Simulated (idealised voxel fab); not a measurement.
process module | voxel transistor to metal
cross-section cut | 260 nm wide | cells 5 nm
A cross-section is a grid of square cells, given in bands from the top down. A band is one or more rows of cells.
Each band's line starts with the height of the band's top and of its bottom, in nm. Then come its materials from left to right, each with its width in nm. One material with "throughout" fills the band from edge to edge. "air" is empty space.
Height 0 is the level under which the wafer as received is all one material. The lowest band goes on downwards, as in "0 down".
A width such as "30 to 40" changes by the same amount from each row of cells to the next, from the band's top row to its bottom row.
"no change" after a step means that no cell of the cross-section changed.
closed voids: empty space of 8 cells or more with no open way to the top, each as width x height at its distance from the left edge, in nm
after a step's settings: what the simulator itself notes on the step
overlay nm, on a step with a mask: how far to the right of its planned place the mask lay; to the left if negative
plan
1 op RECEIVE | material Si
2 op OXIDIZE | depth nm 5
3 op CONFORMAL_DEP | material SiN | thk nm 10
4 op PATTERN | tone cover | mask id ACTIVE | material resist | width nm 105 | pitch nm 125 | thk nm 15 | overlay nm 0
5 op DIRECTIONAL_ETCH | etch materials SiN | depth nm 10
6 op DIRECTIONAL_ETCH | etch materials SiO2 | depth nm 5
7 op DIRECTIONAL_ETCH | etch materials Si | depth nm 30
8 op STRIP | etch materials resist
9 op OXIDIZE | depth nm 5
10 op FILL_DEP | material SiO2 | thk nm 15
11 op CMP | height nm 10
12 op SELECTIVE_ETCH | etch materials SiO2 | depth nm 5
13 op STRIP | etch materials SiN
14 op SELECTIVE_ETCH | etch materials SiO2 | depth nm 5
15 op OXIDIZE | depth nm 5
16 op DIRECTIONAL_DEP | material polySi | thk nm 30
17 op DIRECTIONAL_DEP | material SiCN | thk nm 10
18 op MASKED_ETCH | tone cover | mask id GATE | width nm 15 | pitch nm 125 | etch materials SiCN | depth nm 20 | overlay nm 0
19 op MASKED_ETCH | tone cover | mask id GATE | width nm 15 | pitch nm 125 | etch materials polySi | depth nm 40 | overlay nm 0
20 op CONFORMAL_DEP | material SiO2 | thk nm 5
21 op DIRECTIONAL_ETCH | etch materials SiO2 | depth nm 5
22 op CONFORMAL_DEP | material SiN | thk nm 10
23 op DIRECTIONAL_ETCH | etch materials SiN | depth nm 10
24 op DIRECTIONAL_ETCH | etch materials SiO2 | depth nm 5
25 op EPI | material SiGe | thk nm 5
26 op FILL_DEP | material SiO2 | thk nm 10
27 op CMP | height nm 35
28 op DIRECTIONAL_DEP | material SiO2 | thk nm 15
29 op PATTERN | tone open | mask id CONTACT | material resist | width nm 20 | thk nm 15 | overlay nm 0
30 op DIRECTIONAL_ETCH | etch materials SiO2 | depth nm 55
31 op STRIP | etch materials resist
32 op CONFORMAL_DEP | material TiN | thk nm 5
33 op FILL_DEP | material Ru | thk nm 5
34 op CMP | height nm 50
35 op CONFORMAL_DEP | material SiCN | thk nm 5
36 op DIRECTIONAL_DEP | material lowk | thk nm 15
37 op MASKED_ETCH | tone open | mask id METAL_1 | width nm 20 | etch materials lowk | depth nm 15 | overlay nm 0
38 op MASKED_ETCH | tone open | mask id METAL_1 | width nm 20 | etch materials SiCN | depth nm 5 | overlay nm 0
39 op CONFORMAL_DEP | material TiN | thk nm 5
40 op FILL_DEP | material W | thk nm 10
41 op CMP | height nm 70
42 op CONFORMAL_DEP | material SiCN | thk nm 5
43 op DIRECTIONAL_DEP | material SiO2 | thk nm 35
44 op DIRECTIONAL_DEP | material aC | thk nm 10
45 op PATTERN | tone open | mask id METAL_2_HOLES | material resist | width nm 15 | pitch nm 125 | thk nm 30 | overlay nm 0
46 op DIRECTIONAL_ETCH | etch materials aC | depth nm 10
47 op STRIP | etch materials resist
48 op DIRECTIONAL_ETCH | etch materials SiO2 | depth nm 35
49 op STRIP | etch materials aC
50 op PATTERN | tone open | mask id METAL_2 | material resist | width nm 20 | pitch nm 125 | thk nm 20 | overlay nm 0
51 op DIRECTIONAL_ETCH | etch materials SiO2 | depth nm 20
52 op DIRECTIONAL_ETCH | etch materials SiCN | depth nm 5
53 op STRIP | etch materials resist
54 op CONFORMAL_DEP | material TiN | thk nm 5
55 op FILL_DEP | material Cu | thk nm 5
56 op CMP | height nm 110
57 op CONFORMAL_DEP | material SiN | thk nm 5
first wafer, as planned
as received, after step 1
  0 down: Si throughout
  closed voids: none
after step 2
  0 to -5: SiO2 throughout
  below -5: unchanged
after step 3
  10 to 0: SiN throughout
  below 0: unchanged
after step 4
  25 to 10: air 15 | resist 105 | air 20 | resist 105 | air 15
  below 10: unchanged
after step 5
  25 to 10: air 15 | resist 105 | air 20 | resist 105 | air 15
  10 to 0: air 15 | SiN 105 | air 20 | SiN 105 | air 15
  below 0: unchanged
after step 6
  25 to 10: air 15 | resist 105 | air 20 | resist 105 | air 15
  10 to 0: air 15 | SiN 105 | air 20 | SiN 105 | air 15
  0 to -5: air 15 | SiO2 105 | air 20 | SiO2 105 | air 15
  below -5: unchanged
after step 7
  25 to 10: air 15 | resist 105 | air 20 | resist 105 | air 15
  10 to 0: air 15 | SiN 105 | air 20 | SiN 105 | air 15
  0 to -5: air 15 | SiO2 105 | air 20 | SiO2 105 | air 15
  -5 to -35: air 15 | Si 105 | air 20 | Si 105 | air 15
  below -35: unchanged
after step 8
  10 to 0: air 15 | SiN 105 | air 20 | SiN 105 | air 15
  below 0: unchanged
after step 9
  10 to 0: air 15 | SiN 105 | air 20 | SiN 105 | air 15
  0 to -5: air 15 | SiO2 105 | air 20 | SiO2 105 | air 15
  -5 to -35: air 15 | SiO2 5 | Si 95 | SiO2 5 | air 20 | SiO2 5 | Si 95 | SiO2 5 | air 15
  -35 to -40: SiO2 20 | Si 95 | SiO2 30 | Si 95 | SiO2 20
  below -40: unchanged
after step 10
  25 to 10: SiO2 throughout
  10 to 0: SiO2 15 | SiN 105 | SiO2 20 | SiN 105 | SiO2 15
  0 to -5: SiO2 throughout
  -5 to -40: SiO2 20 | Si 95 | SiO2 30 | Si 95 | SiO2 20
  below -40: unchanged
after step 11
  10 to 0: SiO2 15 | SiN 105 | SiO2 20 | SiN 105 | SiO2 15
  below 0: unchanged
after step 12
  10 to 5: air 15 | SiN 105 | air 20 | SiN 105 | air 15
  below 5: unchanged
after step 13
  5 to 0: SiO2 15 | air 105 | SiO2 20 | air 105 | SiO2 15
  below 0: unchanged
after step 14
  0 to -5: SiO2 10 | air 115 | SiO2 10 | air 115 | SiO2 10
  below -5: unchanged
after step 15
  0 to -5: SiO2 10 | air 115 | SiO2 10 | air 115 | SiO2 10
  -5 to -10: SiO2 throughout
  below -10: unchanged
after step 16
  30 to 25: polySi 10 | air 115 | polySi 10 | air 115 | polySi 10
  25 to 0: polySi throughout
  0 to -5: SiO2 10 | polySi 115 | SiO2 10 | polySi 115 | SiO2 10
  below -5: unchanged
after step 17
  40 to 35: SiCN 10 | air 115 | SiCN 10 | air 115 | SiCN 10
  35 to 30: SiCN throughout
  30 to 25: polySi 10 | SiCN 115 | polySi 10 | SiCN 115 | polySi 10
  below 25: unchanged
after step 18
  35 to 30: air 60 | SiCN 15 | air 110 | SiCN 15 | air 60
  30 to 25: polySi 10 | air 50 | SiCN 15 | air 50 | polySi 10 | air 50 | SiCN 15 | air 50 | polySi 10
  below 25: unchanged
after step 19
  35 to 25: air 60 | SiCN 15 | air 110 | SiCN 15 | air 60
  25 to 0: air 60 | polySi 15 | air 110 | polySi 15 | air 60
  0 to -5: SiO2 10 | air 50 | polySi 15 | air 50 | SiO2 10 | air 50 | polySi 15 | air 50 | SiO2 10
  below -5: unchanged
after step 20
  40 to 35: air 55 | SiO2 25 | air 100 | SiO2 25 | air 55
  35 to 25: air 55 | SiO2 5 | SiCN 15 | SiO2 5 | air 100 | SiO2 5 | SiCN 15 | SiO2 5 | air 55
  25 to 5: air 55 | SiO2 5 | polySi 15 | SiO2 5 | air 100 | SiO2 5 | polySi 15 | SiO2 5 | air 55
  5 to 0: SiO2 15 | air 40 | SiO2 5 | polySi 15 | SiO2 5 | air 40 | SiO2 20 | air 40 | SiO2 5 | polySi 15 | SiO2 5 | air 40 | SiO2 15
  0 to -5: SiO2 60 | polySi 15 | SiO2 110 | polySi 15 | SiO2 60
  below -5: unchanged
after step 21
  35 to 25: air 55 | SiO2 5 | SiCN 15 | SiO2 5 | air 100 | SiO2 5 | SiCN 15 | SiO2 5 | air 55
  25 to 0: air 55 | SiO2 5 | polySi 15 | SiO2 5 | air 100 | SiO2 5 | polySi 15 | SiO2 5 | air 55
  0 to -5: SiO2 15 | air 40 | SiO2 5 | polySi 15 | SiO2 5 | air 40 | SiO2 20 | air 40 | SiO2 5 | polySi 15 | SiO2 5 | air 40 | SiO2 15
  below -5: unchanged
after step 22
  45 to 35: air 45 | SiN 45 | air 80 | SiN 45 | air 45
  35 to 25: air 45 | SiN 10 | SiO2 5 | SiCN 15 | SiO2 5 | SiN 10 | air 80 | SiN 10 | SiO2 5 | SiCN 15 | SiO2 5 | SiN 10 | air 45
  25 to 10: air 45 | SiN 10 | SiO2 5 | polySi 15 | SiO2 5 | SiN 10 | air 80 | SiN 10 | SiO2 5 | polySi 15 | SiO2 5 | SiN 10 | air 45
  10 to 5: SiN 25 | air 20 | SiN 10 | SiO2 5 | polySi 15 | SiO2 5 | SiN 10 | air 20 | SiN 40 | air 20 | SiN 10 | SiO2 5 | polySi 15 | SiO2 5 | SiN 10 | air 20 | SiN 25
  5 to 0: SiN 55 | SiO2 5 | polySi 15 | SiO2 5 | SiN 100 | SiO2 5 | polySi 15 | SiO2 5 | SiN 55
  0 to -5: SiO2 15 | SiN 40 | SiO2 5 | polySi 15 | SiO2 5 | SiN 40 | SiO2 20 | SiN 40 | SiO2 5 | polySi 15 | SiO2 5 | SiN 40 | SiO2 15
  below -5: unchanged
after step 23
  35 to 25: air 45 | SiN 10 | SiO2 5 | SiCN 15 | SiO2 5 | SiN 10 | air 80 | SiN 10 | SiO2 5 | SiCN 15 | SiO2 5 | SiN 10 | air 45
  25 to 0: air 45 | SiN 10 | SiO2 5 | polySi 15 | SiO2 5 | SiN 10 | air 80 | SiN 10 | SiO2 5 | polySi 15 | SiO2 5 | SiN 10 | air 45
  0 to -5: SiO2 15 | SiN 10 | air 20 | SiN 10 | SiO2 5 | polySi 15 | SiO2 5 | SiN 10 | air 20 | SiN 10 | SiO2 20 | SiN 10 | air 20 | SiN 10 | SiO2 5 | polySi 15 | SiO2 5 | SiN 10 | air 20 | SiN 10 | SiO2 15
  below -5: unchanged
after step 24
  35 to 30: air 45 | SiN 10 | air 5 | SiCN 15 | air 5 | SiN 10 | air 80 | SiN 10 | air 5 | SiCN 15 | air 5 | SiN 10 | air 45
  30 to 25: air 45 | SiN 10 | SiO2 5 | SiCN 15 | SiO2 5 | SiN 10 | air 80 | SiN 10 | SiO2 5 | SiCN 15 | SiO2 5 | SiN 10 | air 45
  25 to 0: air 45 | SiN 10 | SiO2 5 | polySi 15 | SiO2 5 | SiN 10 | air 80 | SiN 10 | SiO2 5 | polySi 15 | SiO2 5 | SiN 10 | air 45
  0 to -5: air 15 | SiN 10 | air 20 | SiN 10 | SiO2 5 | polySi 15 | SiO2 5 | SiN 10 | air 20 | SiN 10 | air 20 | SiN 10 | air 20 | SiN 10 | SiO2 5 | polySi 15 | SiO2 5 | SiN 10 | air 20 | SiN 10 | air 15
  -5 to -10: SiO2 25 | air 20 | SiO2 45 | air 20 | SiO2 40 | air 20 | SiO2 45 | air 20 | SiO2 25
  below -10: unchanged
after step 25
  35 to 30: air 45 | SiN 10 | air 5 | SiCN 15 | air 5 | SiN 10 | air 80 | SiN 10 | air 5 | SiCN 15 | air 5 | SiN 10 | air 45
  30 to 25: air 45 | SiN 10 | SiO2 5 | SiCN 15 | SiO2 5 | SiN 10 | air 80 | SiN 10 | SiO2 5 | SiCN 15 | SiO2 5 | SiN 10 | air 45
  25 to 0: air 45 | SiN 10 | SiO2 5 | polySi 15 | SiO2 5 | SiN 10 | air 80 | SiN 10 | SiO2 5 | polySi 15 | SiO2 5 | SiN 10 | air 45
  0 to -5: air 15 | SiN 10 | air 20 | SiN 10 | SiO2 5 | polySi 15 | SiO2 5 | SiN 10 | air 20 | SiN 10 | air 20 | SiN 10 | air 20 | SiN 10 | SiO2 5 | polySi 15 | SiO2 5 | SiN 10 | air 20 | SiN 10 | air 15
  -5 to -10: SiO2 25 | SiGe 20 | SiO2 45 | SiGe 20 | SiO2 40 | SiGe 20 | SiO2 45 | SiGe 20 | SiO2 25
  below -10: unchanged
after step 26
  45 to 35: SiO2 throughout
  35 to 25: SiO2 45 | SiN 10 | SiO2 5 | SiCN 15 | SiO2 5 | SiN 10 | SiO2 80 | SiN 10 | SiO2 5 | SiCN 15 | SiO2 5 | SiN 10 | SiO2 45
  25 to 0: SiO2 45 | SiN 10 | SiO2 5 | polySi 15 | SiO2 5 | SiN 10 | SiO2 80 | SiN 10 | SiO2 5 | polySi 15 | SiO2 5 | SiN 10 | SiO2 45
  0 to -5: SiO2 15 | SiN 10 | SiO2 20 | SiN 10 | SiO2 5 | polySi 15 | SiO2 5 | SiN 10 | SiO2 20 | SiN 10 | SiO2 20 | SiN 10 | SiO2 20 | SiN 10 | SiO2 5 | polySi 15 | SiO2 5 | SiN 10 | SiO2 20 | SiN 10 | SiO2 15
  below -5: unchanged
after step 27
  35 to 25: SiO2 45 | SiN 10 | SiO2 5 | SiCN 15 | SiO2 5 | SiN 10 | SiO2 80 | SiN 10 | SiO2 5 | SiCN 15 | SiO2 5 | SiN 10 | SiO2 45
  below 25: unchanged
after step 28
  50 to 35: SiO2 throughout
  below 35: unchanged
after step 29
  65 to 50: resist 25 | air 20 | resist 45 | air 20 | resist 40 | air 20 | resist 45 | air 20 | resist 25
  below 50: unchanged
after step 30
  65 to 50: resist 25 | air 20 | resist 45 | air 20 | resist 40 | air 20 | resist 45 | air 20 | resist 25
  50 to 35: SiO2 25 | air 20 | SiO2 45 | air 20 | SiO2 40 | air 20 | SiO2 45 | air 20 | SiO2 25
  35 to 25: SiO2 25 | air 20 | SiN 10 | SiO2 5 | SiCN 15 | SiO2 5 | SiN 10 | air 20 | SiO2 40 | air 20 | SiN 10 | SiO2 5 | SiCN 15 | SiO2 5 | SiN 10 | air 20 | SiO2 25
  25 to 0: SiO2 25 | air 20 | SiN 10 | SiO2 5 | polySi 15 | SiO2 5 | SiN 10 | air 20 | SiO2 40 | air 20 | SiN 10 | SiO2 5 | polySi 15 | SiO2 5 | SiN 10 | air 20 | SiO2 25
  0 to -5: SiO2 15 | SiN 10 | air 20 | SiN 10 | SiO2 5 | polySi 15 | SiO2 5 | SiN 10 | air 20 | SiN 10 | SiO2 20 | SiN 10 | air 20 | SiN 10 | SiO2 5 | polySi 15 | SiO2 5 | SiN 10 | air 20 | SiN 10 | SiO2 15
  below -5: unchanged
after step 31
  50 to 35: SiO2 25 | air 20 | SiO2 45 | air 20 | SiO2 40 | air 20 | SiO2 45 | air 20 | SiO2 25
  below 35: unchanged
after step 32
  55 to 50: TiN 30 | air 10 | TiN 55 | air 10 | TiN 50 | air 10 | TiN 55 | air 10 | TiN 30
  50 to 35: SiO2 25 | TiN 5 | air 10 | TiN 5 | SiO2 45 | TiN 5 | air 10 | TiN 5 | SiO2 40 | TiN 5 | air 10 | TiN 5 | SiO2 45 | TiN 5 | air 10 | TiN 5 | SiO2 25
  35 to 25: SiO2 25 | TiN 5 | air 10 | TiN 5 | SiN 10 | SiO2 5 | SiCN 15 | SiO2 5 | SiN 10 | TiN 5 | air 10 | TiN 5 | SiO2 40 | TiN 5 | air 10 | TiN 5 | SiN 10 | SiO2 5 | SiCN 15 | SiO2 5 | SiN 10 | TiN 5 | air 10 | TiN 5 | SiO2 25
  25 to 0: SiO2 25 | TiN 5 | air 10 | TiN 5 | SiN 10 | SiO2 5 | polySi 15 | SiO2 5 | SiN 10 | TiN 5 | air 10 | TiN 5 | SiO2 40 | TiN 5 | air 10 | TiN 5 | SiN 10 | SiO2 5 | polySi 15 | SiO2 5 | SiN 10 | TiN 5 | air 10 | TiN 5 | SiO2 25
  0 to -5: SiO2 15 | SiN 10 | TiN 20 | SiN 10 | SiO2 5 | polySi 15 | SiO2 5 | SiN 10 | TiN 20 | SiN 10 | SiO2 20 | SiN 10 | TiN 20 | SiN 10 | SiO2 5 | polySi 15 | SiO2 5 | SiN 10 | TiN 20 | SiN 10 | SiO2 15
  below -5: unchanged
after step 33
  60 to 55: Ru throughout
  55 to 50: TiN 30 | Ru 10 | TiN 55 | Ru 10 | TiN 50 | Ru 10 | TiN 55 | Ru 10 | TiN 30
  50 to 35: SiO2 25 | TiN 5 | Ru 10 | TiN 5 | SiO2 45 | TiN 5 | Ru 10 | TiN 5 | SiO2 40 | TiN 5 | Ru 10 | TiN 5 | SiO2 45 | TiN 5 | Ru 10 | TiN 5 | SiO2 25
  35 to 25: SiO2 25 | TiN 5 | Ru 10 | TiN 5 | SiN 10 | SiO2 5 | SiCN 15 | SiO2 5 | SiN 10 | TiN 5 | Ru 10 | TiN 5 | SiO2 40 | TiN 5 | Ru 10 | TiN 5 | SiN 10 | SiO2 5 | SiCN 15 | SiO2 5 | SiN 10 | TiN 5 | Ru 10 | TiN 5 | SiO2 25
  25 to 0: SiO2 25 | TiN 5 | Ru 10 | TiN 5 | SiN 10 | SiO2 5 | polySi 15 | SiO2 5 | SiN 10 | TiN 5 | Ru 10 | TiN 5 | SiO2 40 | TiN 5 | Ru 10 | TiN 5 | SiN 10 | SiO2 5 | polySi 15 | SiO2 5 | SiN 10 | TiN 5 | Ru 10 | TiN 5 | SiO2 25
  below 0: unchanged
after step 34
  50 to 35: SiO2 25 | TiN 5 | Ru 10 | TiN 5 | SiO2 45 | TiN 5 | Ru 10 | TiN 5 | SiO2 40 | TiN 5 | Ru 10 | TiN 5 | SiO2 45 | TiN 5 | Ru 10 | TiN 5 | SiO2 25
  below 35: unchanged
after step 35
  55 to 50: SiCN throughout
  below 50: unchanged
after step 36
  70 to 55: lowk throughout
  below 55: unchanged
after step 37
  70 to 55: lowk 25 | air 20 | lowk 45 | air 20 | lowk 40 | air 20 | lowk 45 | air 20 | lowk 25
  below 55: unchanged
after step 38
  70 to 55: lowk 25 | air 20 | lowk 45 | air 20 | lowk 40 | air 20 | lowk 45 | air 20 | lowk 25
  55 to 50: SiCN 25 | air 20 | SiCN 45 | air 20 | SiCN 40 | air 20 | SiCN 45 | air 20 | SiCN 25
  below 50: unchanged
after step 39
  75 to 70: TiN 30 | air 10 | TiN 55 | air 10 | TiN 50 | air 10 | TiN 55 | air 10 | TiN 30
  70 to 55: lowk 25 | TiN 5 | air 10 | TiN 5 | lowk 45 | TiN 5 | air 10 | TiN 5 | lowk 40 | TiN 5 | air 10 | TiN 5 | lowk 45 | TiN 5 | air 10 | TiN 5 | lowk 25
  55 to 50: SiCN 25 | TiN 20 | SiCN 45 | TiN 20 | SiCN 40 | TiN 20 | SiCN 45 | TiN 20 | SiCN 25
  below 50: unchanged
after step 40
  85 to 75: W throughout
  75 to 70: TiN 30 | W 10 | TiN 55 | W 10 | TiN 50 | W 10 | TiN 55 | W 10 | TiN 30
  70 to 55: lowk 25 | TiN 5 | W 10 | TiN 5 | lowk 45 | TiN 5 | W 10 | TiN 5 | lowk 40 | TiN 5 | W 10 | TiN 5 | lowk 45 | TiN 5 | W 10 | TiN 5 | lowk 25
  below 55: unchanged
after step 41
  70 to 55: lowk 25 | TiN 5 | W 10 | TiN 5 | lowk 45 | TiN 5 | W 10 | TiN 5 | lowk 40 | TiN 5 | W 10 | TiN 5 | lowk 45 | TiN 5 | W 10 | TiN 5 | lowk 25
  below 55: unchanged
after step 42
  75 to 70: SiCN throughout
  below 70: unchanged
after step 43
  110 to 75: SiO2 throughout
  below 75: unchanged
after step 44
  120 to 110: aC throughout
  below 110: unchanged
after step 45
  150 to 120: resist 25 | air 15 | resist 110 | air 15 | resist 95
  below 120: unchanged
after step 46
  140 to 120: resist 25 | air 15 | resist 110 | air 15 | resist 95
  120 to 110: aC 25 | air 15 | aC 110 | air 15 | aC 95
  below 110: unchanged
after step 47
  120 to 110: aC 25 | air 15 | aC 110 | air 15 | aC 95
  below 110: unchanged
after step 48
  120 to 110: aC 25 | air 15 | aC 110 | air 15 | aC 95
  110 to 75: SiO2 25 | air 15 | SiO2 110 | air 15 | SiO2 95
  below 75: unchanged
after step 49
  110 to 75: SiO2 25 | air 15 | SiO2 110 | air 15 | SiO2 95
  below 75: unchanged
after step 50
  130 to 110: resist 25 | air 20 | resist 105 | air 20 | resist 90
  below 110: unchanged
after step 51
  130 to 110: resist 25 | air 20 | resist 105 | air 20 | resist 90
  110 to 90: SiO2 25 | air 20 | SiO2 105 | air 20 | SiO2 90
  below 90: unchanged
after step 52
  130 to 110: resist 25 | air 20 | resist 105 | air 20 | resist 90
  110 to 90: SiO2 25 | air 20 | SiO2 105 | air 20 | SiO2 90
  90 to 75: SiO2 25 | air 15 | SiO2 110 | air 15 | SiO2 95
  75 to 70: SiCN 25 | air 15 | SiCN 110 | air 15 | SiCN 95
  below 70: unchanged
after step 53
  110 to 90: SiO2 25 | air 20 | SiO2 105 | air 20 | SiO2 90
  below 90: unchanged
after step 54
  115 to 110: TiN 30 | air 10 | TiN 115 | air 10 | TiN 95
  110 to 95: SiO2 25 | TiN 5 | air 10 | TiN 5 | SiO2 105 | TiN 5 | air 10 | TiN 5 | SiO2 90
  95 to 90: SiO2 25 | TiN 5 | air 5 | TiN 10 | SiO2 105 | TiN 5 | air 5 | TiN 10 | SiO2 90
  90 to 75: SiO2 25 | TiN 5 | air 5 | TiN 5 | SiO2 110 | TiN 5 | air 5 | TiN 5 | SiO2 95
  75 to 70: SiCN 25 | TiN 15 | SiCN 110 | TiN 15 | SiCN 95
  below 70: unchanged
after step 55
  120 to 115: Cu throughout
  115 to 110: TiN 30 | Cu 10 | TiN 115 | Cu 10 | TiN 95
  110 to 95: SiO2 25 | TiN 5 | Cu 10 | TiN 5 | SiO2 105 | TiN 5 | Cu 10 | TiN 5 | SiO2 90
  95 to 90: SiO2 25 | TiN 5 | Cu 5 | TiN 10 | SiO2 105 | TiN 5 | Cu 5 | TiN 10 | SiO2 90
  90 to 75: SiO2 25 | TiN 5 | Cu 5 | TiN 5 | SiO2 110 | TiN 5 | Cu 5 | TiN 5 | SiO2 95
  below 75: unchanged
after step 56
  110 to 95: SiO2 25 | TiN 5 | Cu 10 | TiN 5 | SiO2 105 | TiN 5 | Cu 10 | TiN 5 | SiO2 90
  below 95: unchanged
after step 57
  115 to 110: SiN throughout
  below 110: unchanged
second wafer: like start, like plan, one mistake. Through step 39 it matches the first wafer
when step 40 should have ended
  85 to 75: polySi throughout
  75 to 70: TiN 30 | polySi 10 | TiN 55 | polySi 10 | TiN 50 | polySi 10 | TiN 55 | polySi 10 | TiN 30
  70 to 55: lowk 25 | TiN 5 | polySi 10 | TiN 5 | lowk 45 | TiN 5 | polySi 10 | TiN 5 | lowk 40 | TiN 5 | polySi 10 | TiN 5 | lowk 45 | TiN 5 | polySi 10 | TiN 5 | lowk 25
  below 55: unchanged
when step 41 should have ended
  70 to 55: lowk 25 | TiN 5 | polySi 10 | TiN 5 | lowk 45 | TiN 5 | polySi 10 | TiN 5 | lowk 40 | TiN 5 | polySi 10 | TiN 5 | lowk 45 | TiN 5 | polySi 10 | TiN 5 | lowk 25
  below 55: unchanged
when step 42 should have ended
  75 to 70: SiCN throughout
  below 70: unchanged
when step 43 should have ended
  110 to 75: SiO2 throughout
  below 75: unchanged
when step 44 should have ended
  120 to 110: aC throughout
  below 110: unchanged
when step 45 should have ended
  150 to 120: resist 25 | air 15 | resist 110 | air 15 | resist 95
  below 120: unchanged
when step 46 should have ended
  140 to 120: resist 25 | air 15 | resist 110 | air 15 | resist 95
  120 to 110: aC 25 | air 15 | aC 110 | air 15 | aC 95
  below 110: unchanged
when step 47 should have ended
  120 to 110: aC 25 | air 15 | aC 110 | air 15 | aC 95
  below 110: unchanged
when step 48 should have ended
  120 to 110: aC 25 | air 15 | aC 110 | air 15 | aC 95
  110 to 75: SiO2 25 | air 15 | SiO2 110 | air 15 | SiO2 95
  below 75: unchanged
when step 49 should have ended
  110 to 75: SiO2 25 | air 15 | SiO2 110 | air 15 | SiO2 95
  below 75: unchanged
when step 50 should have ended
  130 to 110: resist 25 | air 20 | resist 105 | air 20 | resist 90
  below 110: unchanged
when step 51 should have ended
  130 to 110: resist 25 | air 20 | resist 105 | air 20 | resist 90
  110 to 90: SiO2 25 | air 20 | SiO2 105 | air 20 | SiO2 90
  below 90: unchanged
when step 52 should have ended
  130 to 110: resist 25 | air 20 | resist 105 | air 20 | resist 90
  110 to 90: SiO2 25 | air 20 | SiO2 105 | air 20 | SiO2 90
  90 to 75: SiO2 25 | air 15 | SiO2 110 | air 15 | SiO2 95
  75 to 70: SiCN 25 | air 15 | SiCN 110 | air 15 | SiCN 95
  below 70: unchanged
when step 53 should have ended
  110 to 90: SiO2 25 | air 20 | SiO2 105 | air 20 | SiO2 90
  below 90: unchanged
when step 54 should have ended
  115 to 110: TiN 30 | air 10 | TiN 115 | air 10 | TiN 95
  110 to 95: SiO2 25 | TiN 5 | air 10 | TiN 5 | SiO2 105 | TiN 5 | air 10 | TiN 5 | SiO2 90
  95 to 90: SiO2 25 | TiN 5 | air 5 | TiN 10 | SiO2 105 | TiN 5 | air 5 | TiN 10 | SiO2 90
  90 to 75: SiO2 25 | TiN 5 | air 5 | TiN 5 | SiO2 110 | TiN 5 | air 5 | TiN 5 | SiO2 95
  75 to 70: SiCN 25 | TiN 15 | SiCN 110 | TiN 15 | SiCN 95
  below 70: unchanged
when step 55 should have ended
  120 to 115: Cu throughout
  115 to 110: TiN 30 | Cu 10 | TiN 115 | Cu 10 | TiN 95
  110 to 95: SiO2 25 | TiN 5 | Cu 10 | TiN 5 | SiO2 105 | TiN 5 | Cu 10 | TiN 5 | SiO2 90
  95 to 90: SiO2 25 | TiN 5 | Cu 5 | TiN 10 | SiO2 105 | TiN 5 | Cu 5 | TiN 10 | SiO2 90
  90 to 75: SiO2 25 | TiN 5 | Cu 5 | TiN 5 | SiO2 110 | TiN 5 | Cu 5 | TiN 5 | SiO2 95
  below 75: unchanged
when step 56 should have ended
  110 to 95: SiO2 25 | TiN 5 | Cu 10 | TiN 5 | SiO2 105 | TiN 5 | Cu 10 | TiN 5 | SiO2 90
  below 95: unchanged
when step 57 should have ended
  115 to 110: SiN throughout
  below 110: unchanged
what went wrong: step 40 ran as: op FILL_DEP | material polySi | thk nm 10
at the end the second wafer has, in cells: 24 fewer of W | 24 more of polySi
